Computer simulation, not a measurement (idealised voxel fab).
The process module that follows is named voxel air gaps.
Each square cell in cross-section cut measures 5 nm, and the section as a whole is 185 nm wide.
Cross-section format: a grid of square cells, given as bands from top to bottom; each band is one or more rows of cells.
First you get the band's top height and its bottom height, in nm, and then the materials it's made of, left to right, with each width in nm. If you see a single material with "full width", that one covers the band edge to edge. "empty" is empty space.
Below 0: as-received wafer, all one material; heights counted from there. Lowest band: no bottom, goes on down, written "top 0, no bottom".
The two numbers in a width such as "30->40" mark its ends across the band: the first belongs to the top row of cells, the second to the bottom row, and from each row to the next the width moves by the same amount.
Any step labelled "remained unchanged" changed none of the cells in the cross-section.
Entry "Closed cavity list". Content: empty spaces with no open connection to the top, size 8 cells or greater. Each: width x height at distance. Distance: from left edge. Unit: nm.
Past the settings on a step's line: simulator remark, on that step.
overlay nm: mask right of planned place by this much (step with mask). Neg. = left.
Listed below are the process steps as planned:
1: RECEIVE with material Si
2: CONFORMAL_DEP with material SiO2, thk nm 15
3: CONFORMAL_DEP with material SiN, thk nm 5
4: DIRECTIONAL_DEP with material SiO2, thk nm 40
5: PATTERN with tone open, mask id LINES, material resist, width nm 25, pitch nm 50, thk nm 15, overlay nm 0
6: DIRECTIONAL_ETCH with etch materials SiO2, depth nm 40
7: STRIP with etch materials resist
8: CONFORMAL_DEP with material TiN, thk nm 5
9: FILL_DEP with material W, thk nm 10
10: CMP with height nm 60
11: EPI with material Ru, thk nm 10
12: SELECTIVE_ETCH with etch materials SiO2, depth nm 50
13: CONFORMAL_DEP with material SiCN, thk nm 5
Wafer as received: cross-section following step 1:
* top 0, no bottom  Si full width
* Closed cavity list: none
Looking at the first of two wafers in cross-section at end of module - ran to plan:
* top 75, bottom 70  empty (15), then SiCN (155), then empty (15)
* top 70, bottom 60  empty (15), then SiCN (5), then Ru (45), then SiCN (5), then Ru (45), then SiCN (5), then Ru (45), then SiCN (5), then empty (15)
* top 60, bottom 55  empty (15), then SiCN (15), then TiN (5), then W (15), then TiN (5), then SiCN (25), then TiN (5), then W (15), then TiN (5), then SiCN (25), then TiN (5), then W (15), then TiN (5), then SiCN (15), then empty (15)
* top 55, bottom 25  empty (25), then SiCN (5), then TiN (5), then W (15), then TiN (5), then SiCN (5), then empty (15), then SiCN (5), then TiN (5), then W (15), then TiN (5), then SiCN (5), then empty (15), then SiCN (5), then TiN (5), then W (15), then TiN (5), then SiCN (5), then empty (25)
* top 25, bottom 20  SiCN (30), then TiN (25), then SiCN (25), then TiN (25), then SiCN (25), then TiN (25), then SiCN (30)
* top 20, bottom 15  SiN full width
* top 15, bottom 0  SiO2 full width
* top 0, no bottom  Si full width
* Closed cavity list: 15 x 30 at 60; 15 x 30 at 110
What the second wafer looks like in cross-section once the module is done. Its start and its plan matched the first wafer's exactly; what differed was one mistake in how it was run:
* top 75, bottom 70  SiCN full width
* top 70, bottom 60  Ru full width
* top 60, bottom 55  TiN (35), then W (15), then TiN (35), then W (15), then TiN (35), then W (15), then TiN (35)
* top 55, bottom 20  SiO2 (30), then TiN (5), then W (15), then TiN (5), then SiO2 (25), then TiN (5), then W (15), then TiN (5), then SiO2 (25), then TiN (5), then W (15), then TiN (5), then SiO2 (30)
* top 20, bottom 15  SiO2 (30), then TiN (25), then SiO2 (25), then TiN (25), then SiO2 (25), then TiN (25), then SiO2 (30)
* top 15, bottom 0  SiO2 full width
* top 0, no bottom  Si full width
* Closed cavity list: none
Plan not followed: step 3 of the plan never got run, it was skipped over
Wafer comparison, final, in cells, second relative to first, materials more or fewer: Ru: 20 more, SiCN: 76 fewer, SiN: 37 fewer, SiO2: 176 more, TiN: 28 more, W: 9 more
Heads up: the first wafer ends with 2 closed voids, the second with 0.
